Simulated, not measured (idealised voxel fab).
Herein follows the process module entitled voxel self aligned contacts.
It is cross-section cut that appears here, measuring 210 nm in width, its square cells being 5 nm in size.
A cross-section in this document is a grid of square cells, and it is written down as bands, the top band listed before the ones below it; a band is made up of one or more rows of cells.
It is stipulated that each band's entry specify, in nanometres, the height of the top of the band and then that of its bottom, followed by the materials of the band in left-to-right sequence, each together with its width in nanometres. A single material marked by the word "full width" is understood to fill the band from edge to edge; the word "air" is understood to denote empty space.
Heights are reckoned from 0. Under this level, the received wafer is all of one material. The bottommost band is open-ended downward, for example "z 0 and below".
Width spec "30 to 40" -> top row of cells at first value, bottom row at second value, equal per-row change in between.
"remained the same" -> step changed no cross-section cell.
The label "Unvented voids" introduces a list of the empty spaces, 8 cells or larger, that have no open way up to the top; each entry in it reads width x height at distance, where the distance is taken from the left edge and all three are stated in nm.
That trailing text on a step's line, after the settings, is the simulator's own remark on the step.
The optional step-line setting "overlay nm" applies to steps with a mask and quantifies how far to the right of its planned location the mask lay, a negative value indicating leftward placement.
This section lists the process steps that were planned
1) RECEIVE, material Si
2) CONFORMAL_DEP, material SiO2, thk nm 5
3) DIRECTIONAL_DEP, material polySi, thk nm 30
4) DIRECTIONAL_DEP, material SiN, thk nm 20
5) PATTERN, tone cover, mask id GATE, material resist, width nm 25, pitch nm 50, thk nm 15, overlay nm 0
6) DIRECTIONAL_ETCH, etch materials SiN, depth nm 20
7) DIRECTIONAL_ETCH, etch materials polySi, depth nm 30
8) STRIP, etch materials resist
9) CONFORMAL_DEP, material SiN, thk nm 5
10) DIRECTIONAL_ETCH, etch materials SiN, depth nm 5
11) FILL_DEP, material SiO2, thk nm 10
12) CMP, height nm 60
13) PATTERN, tone open, mask id CONTACT, material resist, width nm 35, thk nm 15, overlay nm 0
14) DIRECTIONAL_ETCH, etch materials SiO2, depth nm 60
15) STRIP, etch materials resist
16) CONFORMAL_DEP, material TiN, thk nm 5
17) FILL_DEP, material Ru, thk nm 5
18) CMP, height nm 60
19) CONFORMAL_DEP, material SiN, thk nm 5
Of two wafers, the first: run according to plan
Delivered wafer in cross-section: state after step 1
	z 0 and below: Si full width
	Unvented voids: none
The wafer in cross-section once step 2 is complete
	z 5 to 0: SiO2 full width
	Rest of section, below 0: as before.
The wafer in cross-section once step 3 is complete
	z 35 to 5: polySi full width
	Rest of section, below 5: as before.
The wafer in cross-section once step 4 is complete
	z 55 to 35: SiN full width
	Rest of section, below 35: as before.
The wafer in cross-section once step 5 is complete
	z 70 to 55: air: 65  resist: 25  air: 25  resist: 25  air: 70
	Rest of section, below 55: as before.
The wafer in cross-section once step 6 is complete
	z 70 to 55: air: 65  resist: 25  air: 25  resist: 25  air: 70
	z 55 to 35: air: 65  SiN: 25  air: 25  SiN: 25  air: 70
	Rest of section, below 35: as before.
The wafer in cross-section once step 7 is complete
	z 70 to 55: air: 65  resist: 25  air: 25  resist: 25  air: 70
	z 55 to 35: air: 65  SiN: 25  air: 25  SiN: 25  air: 70
	z 35 to 5: air: 65  polySi: 25  air: 25  polySi: 25  air: 70
	Rest of section, below 5: as before.
The wafer in cross-section once step 8 is complete
	z 55 to 35: air: 65  SiN: 25  air: 25  SiN: 25  air: 70
	Rest of section, below 35: as before.
The wafer in cross-section once step 9 is complete
	z 60 to 35: air: 60  SiN: 35  air: 15  SiN: 35  air: 65
	z 35 to 10: air: 60  SiN: 5  polySi: 25  SiN: 5  air: 15  SiN: 5  polySi: 25  SiN: 5  air: 65
	z 10 to 5: SiN: 65  polySi: 25  SiN: 25  polySi: 25  SiN: 70
	Rest of section, below 5: as before.
The wafer in cross-section once step 10 is complete
	z 55 to 35: air: 60  SiN: 35  air: 15  SiN: 35  air: 65
	z 35 to 5: air: 60  SiN: 5  polySi: 25  SiN: 5  air: 15  SiN: 5  polySi: 25  SiN: 5  air: 65
	Rest of section, below 5: as before.
The wafer in cross-section once step 11 is complete
	z 65 to 55: SiO2 full width
	z 55 to 35: SiO2: 60  SiN: 35  SiO2: 15  SiN: 35  SiO2: 65
	z 35 to 5: SiO2: 60  SiN: 5  polySi: 25  SiN: 5  SiO2: 15  SiN: 5  polySi: 25  SiN: 5  SiO2: 65
	Rest of section, below 5: as before.
The wafer in cross-section once step 12 is complete
	z 60 to 55: SiO2 full width
	Rest of section, below 55: as before.
The wafer in cross-section once step 13 is complete
	z 75 to 60: resist: 85  air: 35  resist: 90
	Rest of section, below 60: as before.
The wafer in cross-section once step 14 is complete
	z 75 to 60: resist: 85  air: 35  resist: 90
	z 60 to 55: SiO2: 85  air: 35  SiO2: 90
	z 55 to 35: SiO2: 60  SiN: 35  air: 15  SiN: 35  SiO2: 65
	z 35 to 5: SiO2: 60  SiN: 5  polySi: 25  SiN: 5  air: 15  SiN: 5  polySi: 25  SiN: 5  SiO2: 65
	z 5 to 0: SiO2: 95  air: 15  SiO2: 100
	Rest of section, below 0: as before.
The wafer in cross-section once step 15 is complete
	z 60 to 55: SiO2: 85  air: 35  SiO2: 90
	Rest of section, below 55: as before.
The wafer in cross-section once step 16 is complete
	z 65 to 60: TiN: 90  air: 25  TiN: 95
	z 60 to 55: SiO2: 85  TiN: 15  air: 5  TiN: 15  SiO2: 90
	z 55 to 35: SiO2: 60  SiN: 35  TiN: 5  air: 5  TiN: 5  SiN: 35  SiO2: 65
	z 35 to 5: SiO2: 60  SiN: 5  polySi: 25  SiN: 5  TiN: 5  air: 5  TiN: 5  SiN: 5  polySi: 25  SiN: 5  SiO2: 65
	z 5 to 0: SiO2: 95  TiN: 15  SiO2: 100
	Rest of section, below 0: as before.
The wafer in cross-section once step 17 is complete
	z 70 to 65: Ru full width
	z 65 to 60: TiN: 90  Ru: 25  TiN: 95
	z 60 to 55: SiO2: 85  TiN: 15  Ru: 5  TiN: 15  SiO2: 90
	z 55 to 35: SiO2: 60  SiN: 35  TiN: 5  Ru: 5  TiN: 5  SiN: 35  SiO2: 65
	z 35 to 5: SiO2: 60  SiN: 5  polySi: 25  SiN: 5  TiN: 5  Ru: 5  TiN: 5  SiN: 5  polySi: 25  SiN: 5  SiO2: 65
	Rest of section, below 5: as before.
The wafer in cross-section once step 18 is complete
	z 60 to 55: SiO2: 85  TiN: 15  Ru: 5  TiN: 15  SiO2: 90
	Rest of section, below 55: as before.
The wafer in cross-section once step 19 is complete
	z 65 to 60: SiN full width
	Rest of section, below 60: as before.
Now the other wafer: same start, same recipe, but we messed up one thing when running it. Up to and including step 3 it's the same as the first one
Second wafer, cross-section, planned end of step 4
	z 75 to 35: SiN full width
	Rest of section, below 35: as before.
Second wafer, cross-section, planned end of step 5
	z 90 to 75: air: 65  resist: 25  air: 25  resist: 25  air: 70
	Rest of section, below 75: as before.
Second wafer, cross-section, planned end of step 6
	z 90 to 75: air: 65  resist: 25  air: 25  resist: 25  air: 70
	z 75 to 55: air: 65  SiN: 25  air: 25  SiN: 25  air: 70
	Rest of section, below 55: as before.
Second wafer, cross-section, planned end of step 7: remained the same
Second wafer, cross-section, planned end of step 8
	z 75 to 55: air: 65  SiN: 25  air: 25  SiN: 25  air: 70
	Rest of section, below 55: as before.
Second wafer, cross-section, planned end of step 9
	z 80 to 60: air: 60  SiN: 35  air: 15  SiN: 35  air: 65
	z 60 to 35: SiN full width
	Rest of section, below 35: as before.
Second wafer, cross-section, planned end of step 10
	z 75 to 55: air: 60  SiN: 35  air: 15  SiN: 35  air: 65
	Rest of section, below 55: as before.
Second wafer, cross-section, planned end of step 11
	z 85 to 75: SiO2 full width
	z 75 to 55: SiO2: 60  SiN: 35  SiO2: 15  SiN: 35  SiO2: 65
	Rest of section, below 55: as before.
Second wafer, cross-section, planned end of step 12
	z 60 to 55: SiO2: 60  SiN: 35  SiO2: 15  SiN: 35  SiO2: 65
	Rest of section, below 55: as before.
Second wafer, cross-section, planned end of step 13
	z 75 to 60: resist: 85  air: 35  resist: 90
	Rest of section, below 60: as before.
Second wafer, cross-section, planned end of step 14
	z 75 to 60: resist: 85  air: 35  resist: 90
	z 60 to 55: SiO2: 60  SiN: 35  air: 15  SiN: 35  SiO2: 65
	Rest of section, below 55: as before.
Second wafer, cross-section, planned end of step 15
	z 60 to 55: SiO2: 60  SiN: 35  air: 15  SiN: 35  SiO2: 65
	Rest of section, below 55: as before.
Second wafer, cross-section, planned end of step 16
	z 65 to 60: TiN: 100  air: 5  TiN: 105
	z 60 to 55: SiO2: 60  SiN: 35  TiN: 15  SiN: 35  SiO2: 65
	Rest of section, below 55: as before.
Second wafer, cross-section, planned end of step 17
	z 70 to 65: Ru full width
	z 65 to 60: TiN: 100  Ru: 5  TiN: 105
	Rest of section, below 60: as before.
Second wafer, cross-section, planned end of step 18
	z 60 to 55: SiO2: 60  SiN: 35  TiN: 15  SiN: 35  SiO2: 65
	Rest of section, below 55: as before.
Second wafer, cross-section, planned end of step 19
	z 65 to 60: SiN full width
	Rest of section, below 60: as before.
Want to know what went wrong? step 4, plan: ran twice
at the end the second wafer has, in cells: 11 fewer of Ru; 102 more of SiN; 257 fewer of SiO2; 26 fewer of TiN; 192 more of polySi
